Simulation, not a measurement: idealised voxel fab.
process module | voxel self aligned vias
cross-section cut | 290 nm wide | cells 5 nm
A cross-section is a grid of square cells, given in bands from the top down. A band is one or more rows of cells.
Each band's line starts with the height of the band's top and of its bottom, in nm. Then come its materials from left to right, each with its width in nm. One material with "throughout" fills the band from edge to edge. "air" is empty space.
Height 0 is the level under which the wafer as received is all one material. The lowest band goes on downwards, as in "0 down".
A width such as "30 to 40" changes by the same amount from each row of cells to the next, from the band's top row to its bottom row.
"no change" after a step means that no cell of the cross-section changed.
closed voids: empty space of 8 cells or more with no open way to the top, each as width x height at its distance from the left edge, in nm
after a step's settings: what the simulator itself notes on the step
overlay nm, on a step with a mask: how far to the right of its planned place the mask lay; to the left if negative
plan
1 op RECEIVE | material Si
2 op CONFORMAL_DEP | material SiO2 | thk nm 10
3 op CONFORMAL_DEP | material SiCN | thk nm 5
4 op DIRECTIONAL_DEP | material SiO2 | thk nm 20
5 op MASKED_ETCH | tone open | mask id LINES | width nm 25 | pitch nm 50 | etch materials SiO2 | depth nm 20 | overlay nm 0
6 op CONFORMAL_DEP | material TiN | thk nm 5
7 op FILL_DEP | material Ru | thk nm 5
8 op CMP | height nm 35
9 op SELECTIVE_ETCH | etch materials W Ru TiN | depth nm 5
10 op FILL_DEP | material SiN | thk nm 10
11 op CMP | height nm 35
12 op DIRECTIONAL_DEP | material SiO2 | thk nm 15
13 op DIRECTIONAL_DEP | material aC | thk nm 10
14 op PATTERN | tone open | mask id VIAS | material resist | width nm 35 | pitch nm 50 | thk nm 30 | overlay nm 0
15 op DIRECTIONAL_ETCH | etch materials aC | depth nm 10
16 op STRIP | etch materials resist
17 op DIRECTIONAL_ETCH | etch materials SiO2 | depth nm 15
18 op DIRECTIONAL_ETCH | etch materials SiN | depth nm 5
19 op STRIP | etch materials aC
20 op CONFORMAL_DEP | material TiN | thk nm 5
21 op FILL_DEP | material Cu | thk nm 5
22 op CMP | height nm 50
23 op CONFORMAL_DEP | material SiN | thk nm 5
as received, after step 1
  0 down: Si throughout
  closed voids: none
a wafer at the end: this start, this plan, one mistake
  55 to 50: SiN throughout
  50 to 35: SiO2 100 | TiN 5 | Cu 25 | TiN 5 | SiO2 15 | TiN 5 | Cu 25 | TiN 5 | SiO2 105
  35 to 30: SiO2 100 | TiN 35 | SiO2 15 | TiN 35 | SiO2 105
  30 to 20: SiO2 100 | TiN 10 | Ru 15 | TiN 10 | SiO2 15 | TiN 10 | Ru 15 | TiN 10 | SiO2 105
  20 to 15: SiO2 105 | TiN 25 | SiO2 25 | TiN 25 | SiO2 110
  15 to 10: SiCN throughout
  10 to 0: SiO2 throughout
  0 down: Si throughout
  closed voids: none
what went wrong: step 17 was run twice
